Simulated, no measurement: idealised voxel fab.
Proc. module: voxel transistor to metal
Cross-sectional view cut (width: 300 nm; square cell size: 5 nm).
Reading order for cross-sections: top band down to bottom band. Underlying form: a grid of square cells. Band size: one or more rows of cells. Within each band entry, the heights of the top and of the bottom of the band appear first, in that order and in nm; the materials of the band then follow from left to right, each with its corresponding width in nm. The designation "full width" on a single material indicates that it fills the band from edge to edge; the designation "blank" indicates empty space. Height datum 0, below which the as-received substrate wafer is one material. Lowest band open at the bottom, running downward: "0 and below". Width spec "30 to 40" -> top row of cells at first value, bottom row at second value, equal per-row change in between. No cell of the cross-section changed in a step that is given as "stayed the same". Closed-off voids of 8+ cells (no open route to the top) go in "Enclosed cavities", written width x height at distance from the left edge, in nm. after a step's settings: what the simulator itself notes on the step. You can add "overlay nm" to a step's line. For a step with a mask, it describes how far the mask lay to the right of its planned position, and a negative number describes a lay to the left. In what follows, pairs of cross-sections are presented, each taken before and after one process step, with the after cross-section shown only down to the lowest band that was altered; the step, together with its settings, is stated below the pair. The pairs may stem from different runs of this module on the same starting wafer; accordingly, a pair should be taken as continuing from the one above it solely where its entry headed "Prior state" indicates as much.
Prior state:
> 30 down to 20 | aC 50, blank 15, aC 55, blank 15, aC 30, blank 15, aC 55, blank 15, aC 50
> 20 down to 10 | SiO2 full width
> 10 down to 0 | SiO2 75, SiN 5, HfO2 5, TiN 5, W 5, TiN 5, HfO2 5, SiN 5, SiO2 80, SiN 5, HfO2 5, TiN 5, W 5, TiN 5, HfO2 5, SiN 5, SiO2 75
> 0 down to -5 | SiO2 40, SiN 5, SiO2 30, SiN 5, HfO2 5, TiN 15, HfO2 5, SiN 5, SiO2 30, SiN 5, SiO2 10, SiN 5, SiO2 30, SiN 5, HfO2 5, TiN 15, HfO2 5, SiN 5, SiO2 30, SiN 5, SiO2 40
> -5 down to -10 | SiO2 45, SiGe 30, HfO2 35, SiGe 30, SiO2 20, SiGe 30, HfO2 35, SiGe 30, SiO2 45
> -10 down to -75 | SiO2 45, Si 95, SiO2 20, Si 95, SiO2 45
> -75 and below | Si full width
> Enclosed cavities: none
Cross-Section After Step:
> 30 down to 20 | aC 50, blank 15, aC 55, blank 15, aC 30, blank 15, aC 55, blank 15, aC 50
> 20 down to 10 | SiO2 50, blank 15, SiO2 55, blank 15, SiO2 30, blank 15, SiO2 55, blank 15, SiO2 50
> 10 down to 0 | SiO2 50, blank 15, SiO2 10, SiN 5, HfO2 5, TiN 5, W 5, TiN 5, HfO2 5, SiN 5, SiO2 10, blank 15, SiO2 30, blank 15, SiO2 10, SiN 5, HfO2 5, TiN 5, W 5, TiN 5, HfO2 5, SiN 5, SiO2 10, blank 15, SiO2 50
> 0 down to -5 | SiO2 40, SiN 5, SiO2 5, blank 15, SiO2 10, SiN 5, HfO2 5, TiN 15, HfO2 5, SiN 5, SiO2 10, blank 15, SiO2 5, SiN 5, SiO2 10, SiN 5, SiO2 5, blank 15, SiO2 10, SiN 5, HfO2 5, TiN 15, HfO2 5, SiN 5, SiO2 10, blank 15, SiO2 5, SiN 5, SiO2 40
> At heights below -5, the structure remains unaltered.
> Enclosed cavities: none
The before and after cross-sections above differ by one step: DIRECTIONAL_ETCH (etch materials SiO2; depth nm 25)
Prior state: it's just the after picture from the pair right above this one.
Cross-Section After Step:
> 20 down to 10 | SiO2 50, blank 15, SiO2 55, blank 15, SiO2 30, blank 15, SiO2 55, blank 15, SiO2 50
> At heights below 10, the structure remains unaltered.
> Enclosed cavities: none
The before and after cross-sections above differ by one step: STRIP (etch materials aC)
Prior state: it's just the after picture from the pair right above this one.
Cross-Section After Step:
> 25 down to 20 | TiN 55, blank 5, TiN 65, blank 5, TiN 40, blank 5, TiN 65, blank 5, TiN 55
> 20 down to 10 | SiO2 50, TiN 5, blank 5, TiN 5, SiO2 55, TiN 5, blank 5, TiN 5, SiO2 30, TiN 5, blank 5, TiN 5, SiO2 55, TiN 5, blank 5, TiN 5, SiO2 50
> 10 down to 0 | SiO2 50, TiN 5, blank 5, TiN 5, SiO2 10, SiN 5, HfO2 5, TiN 5, W 5, TiN 5, HfO2 5, SiN 5, SiO2 10, TiN 5, blank 5, TiN 5, SiO2 30, TiN 5, blank 5, TiN 5, SiO2 10, SiN 5, HfO2 5, TiN 5, W 5, TiN 5, HfO2 5, SiN 5, SiO2 10, TiN 5, blank 5, TiN 5, SiO2 50
> 0 down to -5 | SiO2 40, SiN 5, SiO2 5, TiN 15, SiO2 10, SiN 5, HfO2 5, TiN 15, HfO2 5, SiN 5, SiO2 10, TiN 15, SiO2 5, SiN 5, SiO2 10, SiN 5, SiO2 5, TiN 15, SiO2 10, SiN 5, HfO2 5, TiN 15, HfO2 5, SiN 5, SiO2 10, TiN 15, SiO2 5, SiN 5, SiO2 40
> At heights below -5, the structure remains unaltered.
> Enclosed cavities: none
The before and after cross-sections above differ by one step: CONFORMAL_DEP (material TiN; thk nm 5)
Prior state: it's just the after picture from the pair right above this one.
Cross-Section After Step:
> 30 down to 25 | Ru full width
> 25 down to 20 | TiN 55, Ru 5, TiN 65, Ru 5, TiN 40, Ru 5, TiN 65, Ru 5, TiN 55
> 20 down to 10 | SiO2 50, TiN 5, Ru 5, TiN 5, SiO2 55, TiN 5, Ru 5, TiN 5, SiO2 30, TiN 5, Ru 5, TiN 5, SiO2 55, TiN 5, Ru 5, TiN 5, SiO2 50
> 10 down to 0 | SiO2 50, TiN 5, Ru 5, TiN 5, SiO2 10, SiN 5, HfO2 5, TiN 5, W 5, TiN 5, HfO2 5, SiN 5, SiO2 10, TiN 5, Ru 5, TiN 5, SiO2 30, TiN 5, Ru 5, TiN 5, SiO2 10, SiN 5, HfO2 5, TiN 5, W 5, TiN 5, HfO2 5, SiN 5, SiO2 10, TiN 5, Ru 5, TiN 5, SiO2 50
> At heights below 0, the structure remains unaltered.
> Enclosed cavities: none
The before and after cross-sections above differ by one step: FILL_DEP (material Ru; thk nm 5)
Prior state: it's just the after picture from the pair right above this one.
Cross-Section After Step:
> 20 down to 10 | SiO2 50, TiN 5, Ru 5, TiN 5, SiO2 55, TiN 5, Ru 5, TiN 5, SiO2 30, TiN 5, Ru 5, TiN 5, SiO2 55, TiN 5, Ru 5, TiN 5, SiO2 50
> At heights below 10, the structure remains unaltered.
> Enclosed cavities: none
The before and after cross-sections above differ by one step: CMP (height nm 20)
Prior state: it's just the after picture from the pair right above this one.
Cross-Section After Step:
> 25 down to 20 | SiN full width
> At heights below 20, the structure remains unaltered.
> Enclosed cavities: none
The before and after cross-sections above differ by one step: CONFORMAL_DEP (material SiN; thk nm 5)
Prior state: it's just the after picture from the pair right above this one.
Cross-Section After Step:
> 50 down to 25 | SiO2 full width
> At heights below 25, the structure remains unaltered.
> Enclosed cavities: none
The before and after cross-sections above differ by one step: DIRECTIONAL_DEP (material SiO2; thk nm 25)
Prior state: it's just the after picture from the pair right above this one.
Cross-Section After Step:
> 50 down to 25 | SiO2 50, blank 15, SiO2 55, blank 15, SiO2 30, blank 15, SiO2 55, blank 15, SiO2 50
> At heights below 25, the structure remains unaltered.
> Enclosed cavities: none
The before and after cross-sections above differ by one step: MASKED_ETCH (tone open; mask id METAL_1; width nm 15; etch materials SiO2; depth nm 25; overlay nm 0)
Prior state: it's just the after picture from the pair right above this one.
Cross-Section After Step:
> 50 down to 25 | SiO2 50, blank 15, SiO2 55, blank 15, SiO2 30, blank 15, SiO2 55, blank 15, SiO2 50
> 25 down to 20 | SiN 50, blank 15, SiN 55, blank 15, SiN 30, blank 15, SiN 55, blank 15, SiN 50
> At heights below 20, the structure remains unaltered.
> Enclosed cavities: none
The before and after cross-sections above differ by one step: MASKED_ETCH (tone open; mask id METAL_1; width nm 15; etch materials SiN; depth nm 5; overlay nm 0)
Prior state: it's just the after picture from the pair right above this one.
Cross-Section After Step:
> 55 down to 50 | TiN 55, blank 5, TiN 65, blank 5, TiN 40, blank 5, TiN 65, blank 5, TiN 55
> 50 down to 25 | SiO2 50, TiN 5, blank 5, TiN 5, SiO2 55, TiN 5, blank 5, TiN 5, SiO2 30, TiN 5, blank 5, TiN 5, SiO2 55, TiN 5, blank 5, TiN 5, SiO2 50
> 25 down to 20 | SiN 50, TiN 15, SiN 55, TiN 15, SiN 30, TiN 15, SiN 55, TiN 15, SiN 50
> At heights below 20, the structure remains unaltered.
> Enclosed cavities: none
The before and after cross-sections above differ by one step: CONFORMAL_DEP (material TiN; thk nm 5)
Prior state: it's just the after picture from the pair right above this one.
Cross-Section After Step:
> 65 down to 55 | Ru full width
> 55 down to 50 | TiN 55, Ru 5, TiN 65, Ru 5, TiN 40, Ru 5, TiN 65, Ru 5, TiN 55
> 50 down to 25 | SiO2 50, TiN 5, Ru 5, TiN 5, SiO2 55, TiN 5, Ru 5, TiN 5, SiO2 30, TiN 5, Ru 5, TiN 5, SiO2 55, TiN 5, Ru 5, TiN 5, SiO2 50
> At heights below 25, the structure remains unaltered.
> Enclosed cavities: none
The before and after cross-sections above differ by one step: FILL_DEP (material Ru; thk nm 10)
Prior state: it's just the after picture from the pair right above this one.
Cross-Section After Step:
> 50 down to 25 | SiO2 50, TiN 5, Ru 5, TiN 5, SiO2 55, TiN 5, Ru 5, TiN 5, SiO2 30, TiN 5, Ru 5, TiN 5, SiO2 55, TiN 5, Ru 5, TiN 5, SiO2 50
> At heights below 25, the structure remains unaltered.
> Enclosed cavities: none
The before and after cross-sections above differ by one step: CMP (height nm 50)
Prior state: it's just the after picture from the pair right above this one.
Cross-Section After Step:
> 55 down to 50 | SiCN full width
> At heights below 50, the structure remains unaltered.
> Enclosed cavities: none
The before and after cross-sections above differ by one step: CONFORMAL_DEP (material SiCN; thk nm 5)
Prior state: it's just the after picture from the pair right above this one.
Cross-Section After Step:
> 85 down to 55 | lowk full width
> At heights below 55, the structure remains unaltered.
> Enclosed cavities: none
The before and after cross-sections above differ by one step: DIRECTIONAL_DEP (material lowk; thk nm 30)
Prior state: it's just the after picture from the pair right above this one.
Cross-Section After Step:
> 95 down to 85 | aC full width
> At heights below 85, the structure remains unaltered.
> Enclosed cavities: none
The before and after cross-sections above differ by one step: DIRECTIONAL_DEP (material aC; thk nm 10)
Prior state: it's just the after picture from the pair right above this one.
Cross-Section After Step:
> 120 down to 95 | resist 50, blank 15, resist 100, blank 15, resist 120
> At heights below 95, the structure remains unaltered.
> Enclosed cavities: none
The before and after cross-sections above differ by one step: PATTERN (tone open; mask id METAL_2; material resist; width nm 15; pitch nm 115; thk nm 25; overlay nm 0)
Prior state: it's just the after picture from the pair right above this one.
Cross-Section After Step:
> 110 down to 95 | resist 50, blank 15, resist 100, blank 15, resist 120
> 95 down to 85 | aC 50, blank 15, aC 100, blank 15, aC 120
> At heights below 85, the structure remains unaltered.
> Enclosed cavities: none
The before and after cross-sections above differ by one step: DIRECTIONAL_ETCH (etch materials aC; depth nm 10)
Prior state: it's just the after picture from the pair right above this one.
Cross-Section After Step:
> 95 down to 85 | aC 50, blank 15, aC 100, blank 15, aC 120
> At heights below 85, the structure remains unaltered.
> Enclosed cavities: none
The before and after cross-sections above differ by one step: STRIP (etch materials resist)
Prior state: it's just the after picture from the pair right above this one.
Cross-Section After Step:
> 95 down to 85 | aC 50, blank 15, aC 100, blank 15, aC 120
> 85 down to 65 | lowk 50, blank 15, lowk 100, blank 15, lowk 120
> At heights below 65, the structure remains unaltered.
> Enclosed cavities: none
The before and after cross-sections above differ by one step: DIRECTIONAL_ETCH (etch materials lowk; depth nm 20)
Prior state: it's just the after picture from the pair right above this one.
Cross-Section After Step:
> 85 down to 65 | lowk 50, blank 15, lowk 100, blank 15, lowk 120
> At heights below 65, the structure remains unaltered.
> Enclosed cavities: none
The before and after cross-sections above differ by one step: STRIP (etch materials aC)
Prior state: it's just the after picture from the pair right above this one.
Cross-Section After Step:
> 100 down to 85 | aC 50, blank 15, aC 100, blank 15, aC 120
> 85 down to 80 | lowk 50, blank 15, lowk 100, blank 15, lowk 120
> 80 down to 65 | lowk 50, aC 15, lowk 100, aC 15, lowk 120
> At heights below 65, the structure remains unaltered.
> Enclosed cavities: none
The before and after cross-sections above differ by one step: DIRECTIONAL_DEP (material aC; thk nm 15)
Prior state: it's just the after picture from the pair right above this one.
Cross-Section After Step:
> 130 down to 100 | resist 50, blank 15, resist 100, blank 15, resist 120
> At heights below 100, the structure remains unaltered.
> Enclosed cavities: none
The before and after cross-sections above differ by one step: PATTERN (tone open; mask id METAL_2_HOLES; material resist; width nm 15; pitch nm 115; thk nm 30; overlay nm 0)
Prior state: it's just the after picture from the pair right above this one.
Cross-Section After Step:
> 115 down to 100 | resist 50, blank 15, resist 100, blank 15, resist 120
> 100 down to 85 | aC 50, blank 15, aC 100, blank 15, aC 120
> 85 down to 65 | lowk 50, blank 15, lowk 100, blank 15, lowk 120
> At heights below 65, the structure remains unaltered.
> Enclosed cavities: none
The before and after cross-sections above differ by one step: DIRECTIONAL_ETCH (etch materials aC; depth nm 15)
Prior state: it's just the after picture from the pair right above this one.
Cross-Section After Step:
> 100 down to 85 | aC 50, blank 15, aC 100, blank 15, aC 120
> At heights below 85, the structure remains unaltered.
> Enclosed cavities: none
The before and after cross-sections above differ by one step: STRIP (etch materials resist)
Prior state: it's just the after picture from the pair right above this one.
Cross-Section After Step:
> 100 down to 85 | aC 50, blank 15, aC 100, blank 15, aC 120
> 85 down to 55 | lowk 50, blank 15, lowk 100, blank 15, lowk 120
> At heights below 55, the structure remains unaltered.
> Enclosed cavities: none
The before and after cross-sections above differ by one step: DIRECTIONAL_ETCH (etch materials lowk; depth nm 10)
Prior state: it's just the after picture from the pair right above this one.
Cross-Section After Step:
> 100 down to 85 | aC 50, blank 15, aC 100, blank 15, aC 120
> 85 down to 55 | lowk 50, blank 15, lowk 100, blank 15, lowk 120
> 55 down to 50 | SiCN 50, blank 15, SiCN 100, blank 15, SiCN 120
> At heights below 50, the structure remains unaltered.
> Enclosed cavities: none
The before and after cross-sections above differ by one step: DIRECTIONAL_ETCH (etch materials SiCN; depth nm 5)
Prior state: it's just the after picture from the pair right above this one.
Cross-Section After Step:
> 85 down to 55 | lowk 50, blank 15, lowk 100, blank 15, lowk 120
> At heights below 55, the structure remains unaltered.
> Enclosed cavities: none
The before and after cross-sections above differ by one step: STRIP (etch materials aC)
Prior state: it's just the after picture from the pair right above this one.
Cross-Section After Step:
> 90 down to 85 | TiN 55, blank 5, TiN 110, blank 5, TiN 125
> 85 down to 55 | lowk 50, TiN 5, blank 5, TiN 5, lowk 100, TiN 5, blank 5, TiN 5, lowk 120
> 55 down to 50 | SiCN 50, TiN 15, SiCN 100, TiN 15, SiCN 120
> At heights below 50, the structure remains unaltered.
> Enclosed cavities: none
The before and after cross-sections above differ by one step: CONFORMAL_DEP (material TiN; thk nm 5)
Prior state: it's just the after picture from the pair right above this one.
Cross-Section After Step:
> 100 down to 90 | Ru full width
> 90 down to 85 | TiN 55, Ru 5, TiN 110, Ru 5, TiN 125
> 85 down to 55 | lowk 50, TiN 5, Ru 5, TiN 5, lowk 100, TiN 5, Ru 5, TiN 5, lowk 120
> At heights below 55, the structure remains unaltered.
> Enclosed cavities: none
The before and after cross-sections above differ by one step: FILL_DEP (material Ru; thk nm 10)
Prior state: it's just the after picture from the pair right above this one.
Cross-Section After Step:
> 85 down to 55 | lowk 50, TiN 5, Ru 5, TiN 5, lowk 100, TiN 5, Ru 5, TiN 5, lowk 120
> At heights below 55, the structure remains unaltered.
> Enclosed cavities: none
The before and after cross-sections above differ by one step: CMP (height nm 85)
Prior state: it's just the after picture from the pair right above this one.
Cross-Section After Step:
> 90 down to 85 | SiN full width
> At heights below 85, the structure remains unaltered.
> Enclosed cavities: none
The before and after cross-sections above differ by one step: CONFORMAL_DEP (material SiN; thk nm 5)
Prior state:
> 15 down to 0 | SiO2 45, SiN 95, SiO2 20, SiN 95, SiO2 45
> 0 down to -5 | SiO2 full width
> -5 down to -40 | SiO2 45, Si 95, SiO2 20, Si 95, SiO2 45
> -40 and below | Si full width
> Enclosed cavities: none
Cross-Section After Step:
> 15 down to 0 | SiO2 45, blank 95, SiO2 20, blank 95, SiO2 45
> At heights below 0, the structure remains unaltered.
> Enclosed cavities: none
The before and after cross-sections above differ by one step: STRIP (etch materials SiN)
Prior state: it's just the after picture from the pair right above this one.
Cross-Section After Step:
> 5 down to -5 | SiO2 35, blank 230, SiO2 35
> -5 down to -10 | SiO2 35, blank 10, Si 95, blank 20, Si 95, blank 10, SiO2 35
> At heights below -10, the structure remains unaltered.
> Enclosed cavities: none
The before and after cross-sections above differ by one step: SELECTIVE_ETCH (etch materials SiO2; depth nm 10)
Prior state: it's just the after picture from the pair right above this one.
Cross-Section After Step:
> 0 down to -5 | SiO2 30, blank 240, SiO2 30
> -5 down to -15 | SiO2 30, blank 15, Si 95, blank 20, Si 95, blank 15, SiO2 30
> At heights below -15, the structure remains unaltered.
> Enclosed cavities: none
The before and after cross-sections above differ by one step: SELECTIVE_ETCH (etch materials SiO2; depth nm 5)
Prior state: it's just the after picture from the pair right above this one.
Cross-Section After Step:
> 0 down to -5 | SiO2 30, blank 240, SiO2 30
> -5 down to -10 | SiO2 30, blank 15, SiO2 95, blank 20, SiO2 95, blank 15, SiO2 30
> -10 down to -15 | SiO2 30, blank 15, SiO2 5, Si 85, SiO2 5, blank 20, SiO2 5, Si 85, SiO2 5, blank 15, SiO2 30
> -15 down to -20 | SiO2 50, Si 85, SiO2 30, Si 85, SiO2 50
> At heights below -20, the structure remains unaltered.
> Enclosed cavities: none
The before and after cross-sections above differ by one step: OXIDIZE (depth nm 5)
Prior state: it's just the after picture from the pair right above this one.
Cross-Section After Step:
> 20 down to 15 | polySi 30, blank 240, polySi 30
> 15 down to 5 | polySi 30, blank 15, polySi 95, blank 20, polySi 95, blank 15, polySi 30
> 5 down to 0 | polySi full width
> 0 down to -5 | SiO2 30, polySi 240, SiO2 30
> -5 down to -10 | SiO2 30, polySi 15, SiO2 95, polySi 20, SiO2 95, polySi 15, SiO2 30
> -10 down to -15 | SiO2 30, polySi 15, SiO2 5, Si 85, SiO2 5, polySi 20, SiO2 5, Si 85, SiO2 5, polySi 15, SiO2 30
> At heights below -15, the structure remains unaltered.
> Enclosed cavities: none
The before and after cross-sections above differ by one step: DIRECTIONAL_DEP (material polySi; thk nm 20)
Prior state: it's just the after picture from the pair right above this one.
Cross-Section After Step:
> 30 down to 25 | SiCN 30, blank 240, SiCN 30
> 25 down to 20 | SiCN 30, blank 15, SiCN 95, blank 20, SiCN 95, blank 15, SiCN 30
> 20 down to 15 | polySi 30, blank 15, SiCN 95, blank 20, SiCN 95, blank 15, polySi 30
> 15 down to 5 | polySi 30, SiCN 15, polySi 95, SiCN 20, polySi 95, SiCN 15, polySi 30
> At heights below 5, the structure remains unaltered.
> Enclosed cavities: none
The before and after cross-sections above differ by one step: DIRECTIONAL_DEP (material SiCN; thk nm 10)
Prior state: it's just the after picture from the pair right above this one.
Cross-Section After Step:
> 45 down to 30 | blank 80, resist 25, blank 90, resist 25, blank 80
> 30 down to 25 | SiCN 30, blank 50, resist 25, blank 90, resist 25, blank 50, SiCN 30
> At heights below 25, the structure remains unaltered.
> Enclosed cavities: none
The before and after cross-sections above differ by one step: PATTERN (tone cover; mask id GATE; material resist; width nm 25; pitch nm 115; thk nm 15; overlay nm 0)
Prior state: it's just the after picture from the pair right above this one.
Cross-Section After Step:
> 45 down to 25 | blank 80, resist 25, blank 90, resist 25, blank 80
> 25 down to 20 | blank 80, SiCN 25, blank 90, SiCN 25, blank 80
> 20 down to 15 | polySi 30, blank 50, SiCN 25, blank 90, SiCN 25, blank 50, polySi 30
> 15 down to 5 | polySi 30, blank 15, polySi 95, blank 20, polySi 95, blank 15, polySi 30
> At heights below 5, the structure remains unaltered.
> Enclosed cavities: none
The before and after cross-sections above differ by one step: DIRECTIONAL_ETCH (etch materials SiCN; depth nm 20)
Prior state: it's just the after picture from the pair right above this one.
Cross-Section After Step:
> 45 down to 25 | blank 80, resist 25, blank 90, resist 25, blank 80
> 25 down to 15 | blank 80, SiCN 25, blank 90, SiCN 25, blank 80
> 15 down to 0 | blank 80, polySi 25, blank 90, polySi 25, blank 80
> 0 down to -5 | SiO2 30, blank 50, polySi 25, blank 90, polySi 25, blank 50, SiO2 30
> -5 down to -10 | SiO2 30, blank 15, SiO2 95, blank 20, SiO2 95, blank 15, SiO2 30
> -10 down to -15 | SiO2 30, blank 15, SiO2 5, Si 85, SiO2 5, blank 20, SiO2 5, Si 85, SiO2 5, blank 15, SiO2 30
> At heights below -15, the structure remains unaltered.
> Enclosed cavities: none
The before and after cross-sections above differ by one step: DIRECTIONAL_ETCH (etch materials polySi; depth nm 30)
Prior state: it's just the after picture from the pair right above this one.
Cross-Section After Step:
> 25 down to 15 | blank 80, SiCN 25, blank 90, SiCN 25, blank 80
> At heights below 15, the structure remains unaltered.
> Enclosed cavities: none
The before and after cross-sections above differ by one step: STRIP (etch materials resist)
Prior state: it's just the after picture from the pair right above this one.
Cross-Section After Step:
> 30 down to 25 | blank 75, SiN 35, blank 80, SiN 35, blank 75
> 25 down to 15 | blank 75, SiN 5, SiCN 25, SiN 5, blank 80, SiN 5, SiCN 25, SiN 5, blank 75
> 15 down to 5 | blank 75, SiN 5, polySi 25, SiN 5, blank 80, SiN 5, polySi 25, SiN 5, blank 75
> 5 down to 0 | SiN 35, blank 40, SiN 5, polySi 25, SiN 5, blank 80, SiN 5, polySi 25, SiN 5, blank 40, SiN 35
> 0 down to -5 | SiO2 30, SiN 5, blank 5, SiN 40, polySi 25, SiN 40, blank 10, SiN 40, polySi 25, SiN 40, blank 5, SiN 5, SiO2 30
> -5 down to -10 | SiO2 30, SiN 5, blank 5, SiN 5, SiO2 95, SiN 5, blank 10, SiN 5, SiO2 95, SiN 5, blank 5, SiN 5, SiO2 30
> -10 down to -15 | SiO2 30, SiN 15, SiO2 5, Si 85, SiO2 5, SiN 20, SiO2 5, Si 85, SiO2 5, SiN 15, SiO2 30
> At heights below -15, the structure remains unaltered.
> Enclosed cavities: none
The before and after cross-sections above differ by one step: CONFORMAL_DEP (material SiN; thk nm 5)
Prior state: it's just the after picture from the pair right above this one.
Cross-Section After Step:
> 25 down to 15 | blank 75, SiN 5, SiCN 25, SiN 5, blank 80, SiN 5, SiCN 25, SiN 5, blank 75
> 15 down to 0 | blank 75, SiN 5, polySi 25, SiN 5, blank 80, SiN 5, polySi 25, SiN 5, blank 75
> 0 down to -5 | SiO2 30, SiN 5, blank 40, SiN 5, polySi 25, SiN 5, blank 80, SiN 5, polySi 25, SiN 5, blank 40, SiN 5, SiO2 30
> -5 down to -10 | SiO2 30, SiN 5, blank 5, SiN 5, SiO2 95, SiN 5, blank 10, SiN 5, SiO2 95, SiN 5, blank 5, SiN 5, SiO2 30
> -10 down to -15 | SiO2 30, SiN 5, blank 5, SiN 5, SiO2 5, Si 85, SiO2 5, SiN 5, blank 10, SiN 5, SiO2 5, Si 85, SiO2 5, SiN 5, blank 5, SiN 5, SiO2 30
> At heights below -15, the structure remains unaltered.
> Enclosed cavities: none
The before and after cross-sections above differ by one step: DIRECTIONAL_ETCH (etch materials SiN; depth nm 5)
Prior state: it's just the after picture from the pair right above this one.
Cross-Section After Step:
> 25 down to 15 | blank 75, SiN 5, SiCN 25, SiN 5, blank 80, SiN 5, SiCN 25, SiN 5, blank 75
> 15 down to 0 | blank 75, SiN 5, polySi 25, SiN 5, blank 80, SiN 5, polySi 25, SiN 5, blank 75
> 0 down to -5 | blank 30, SiN 5, blank 40, SiN 5, polySi 25, SiN 5, blank 80, SiN 5, polySi 25, SiN 5, blank 40, SiN 5, blank 30
> -5 down to -10 | SiO2 30, SiN 5, blank 5, SiN 5, blank 30, SiO2 35, blank 30, SiN 5, blank 10, SiN 5, blank 30, SiO2 35, blank 30, SiN 5, blank 5, SiN 5, SiO2 30
> -10 down to -15 | SiO2 30, SiN 5, blank 5, SiN 5, SiO2 5, Si 85, SiO2 5, SiN 5, blank 10, SiN 5, SiO2 5, Si 85, SiO2 5, SiN 5, blank 5, SiN 5, SiO2 30
> -15 down to -20 | SiO2 35, blank 5, SiO2 10, Si 85, SiO2 10, blank 10, SiO2 10, Si 85, SiO2 10, blank 5, SiO2 35
> At heights below -20, the structure remains unaltered.
> Enclosed cavities: none
The before and after cross-sections above differ by one step: DIRECTIONAL_ETCH (etch materials SiO2; depth nm 5)
Prior state: it's just the after picture from the pair right above this one.
Cross-Section After Step:
> 25 down to 15 | blank 75, SiN 5, SiCN 25, SiN 5, blank 80, SiN 5, SiCN 25, SiN 5, blank 75
> 15 down to 0 | blank 75, SiN 5, polySi 25, SiN 5, blank 80, SiN 5, polySi 25, SiN 5, blank 75
> 0 down to -5 | blank 30, SiN 5, blank 40, SiN 5, polySi 25, SiN 5, blank 80, SiN 5, polySi 25, SiN 5, blank 40, SiN 5, blank 30
> -5 down to -10 | SiO2 30, SiN 5, blank 5, SiN 5, SiGe 30, SiO2 35, SiGe 30, SiN 5, blank 10, SiN 5, SiGe 30, SiO2 35, SiGe 30, SiN 5, blank 5, SiN 5, SiO2 30
> At heights below -10, the structure remains unaltered.
> Enclosed cavities: none
The before and after cross-sections above differ by one step: EPI (material SiGe; thk nm 5)
Prior state: it's just the after picture from the pair right above this one.
Cross-Section After Step:
> 35 down to 25 | SiO2 full width
> 25 down to 15 | SiO2 75, SiN 5, SiCN 25, SiN 5, SiO2 80, SiN 5, SiCN 25, SiN 5, SiO2 75
> 15 down to 0 | SiO2 75, SiN 5, polySi 25, SiN 5, SiO2 80, SiN 5, polySi 25, SiN 5, SiO2 75
> 0 down to -5 | SiO2 30, SiN 5, SiO2 40, SiN 5, polySi 25, SiN 5, SiO2 80, SiN 5, polySi 25, SiN 5, SiO2 40, SiN 5, SiO2 30
> -5 down to -10 | SiO2 30, SiN 5, SiO2 5, SiN 5, SiGe 30, SiO2 35, SiGe 30, SiN 5, SiO2 10, SiN 5, SiGe 30, SiO2 35, SiGe 30, SiN 5, SiO2 5, SiN 5, SiO2 30
> -10 down to -15 | SiO2 30, SiN 5, SiO2 5, SiN 5, SiO2 5, Si 85, SiO2 5, SiN 5, SiO2 10, SiN 5, SiO2 5, Si 85, SiO2 5, SiN 5, SiO2 5, SiN 5, SiO2 30
> -15 down to -20 | SiO2 50, Si 85, SiO2 30, Si 85, SiO2 50
> At heights below -20, the structure remains unaltered.
> Enclosed cavities: none
The before and after cross-sections above differ by one step: FILL_DEP (material SiO2; thk nm 10)
Prior state: it's just the after picture from the pair right above this one.
Cross-Section After Step:
> 15 down to 0 | SiO2 75, SiN 5, polySi 25, SiN 5, SiO2 80, SiN 5, polySi 25, SiN 5, SiO2 75
> At heights below 0, the structure remains unaltered.
> Enclosed cavities: none
The before and after cross-sections above differ by one step: CMP (height nm 15)
Prior state: it's just the after picture from the pair right above this one.
Cross-Section After Step:
> 15 down to 0 | SiO2 75, SiN 5, blank 25, SiN 5, SiO2 80, SiN 5, blank 25, SiN 5, SiO2 75
> 0 down to -5 | SiO2 30, SiN 5, SiO2 40, SiN 5, blank 25, SiN 5, SiO2 80, SiN 5, blank 25, SiN 5, SiO2 40, SiN 5, SiO2 30
> At heights below -5, the structure remains unaltered.
> Enclosed cavities: none
The before and after cross-sections above differ by one step: STRIP (etch materials polySi)
Prior state: it's just the after picture from the pair right above this one.
Cross-Section After Step:
> 15 down to 10 | blank 75, SiN 5, blank 25, SiN 5, blank 80, SiN 5, blank 25, SiN 5, blank 75
> 10 down to 0 | SiO2 75, SiN 5, blank 25, SiN 5, SiO2 80, SiN 5, blank 25, SiN 5, SiO2 75
> 0 down to -5 | SiO2 30, SiN 5, SiO2 40, SiN 5, blank 25, SiN 5, SiO2 80, SiN 5, blank 25, SiN 5, SiO2 40, SiN 5, SiO2 30
> -5 down to -10 | SiO2 30, SiN 5, SiO2 5, SiN 5, SiGe 30, blank 35, SiGe 30, SiN 5, SiO2 10, SiN 5, SiGe 30, blank 35, SiGe 30, SiN 5, SiO2 5, SiN 5, SiO2 30
> At heights below -10, the structure remains unaltered.
> Enclosed cavities: none
The before and after cross-sections above differ by one step: SELECTIVE_ETCH (etch materials SiO2; depth nm 5)
Prior state: it's just the after picture from the pair right above this one.
Cross-Section After Step:
> 20 down to 15 | blank 70, HfO2 15, blank 15, HfO2 15, blank 70, HfO2 15, blank 15, HfO2 15, blank 70
> 15 down to 10 | HfO2 75, SiN 5, HfO2 5, blank 15, HfO2 5, SiN 5, HfO2 80, SiN 5, HfO2 5, blank 15, HfO2 5, SiN 5, HfO2 75
> 10 down to 0 | SiO2 75, SiN 5, HfO2 5, blank 15, HfO2 5, SiN 5, SiO2 80, SiN 5, HfO2 5, blank 15, HfO2 5, SiN 5, SiO2 75
> 0 down to -5 | SiO2 30, SiN 5, SiO2 40, SiN 5, HfO2 5, blank 15, HfO2 5, SiN 5, SiO2 80, SiN 5, HfO2 5, blank 15, HfO2 5, SiN 5, SiO2 40, SiN 5, SiO2 30
> -5 down to -10 | SiO2 30, SiN 5, SiO2 5, SiN 5, SiGe 30, HfO2 35, SiGe 30, SiN 5, SiO2 10, SiN 5, SiGe 30, HfO2 35, SiGe 30, SiN 5, SiO2 5, SiN 5, SiO2 30
> At heights below -10, the structure remains unaltered.
> Enclosed cavities: none
The before and after cross-sections above differ by one step: CONFORMAL_DEP (material HfO2; thk nm 5)
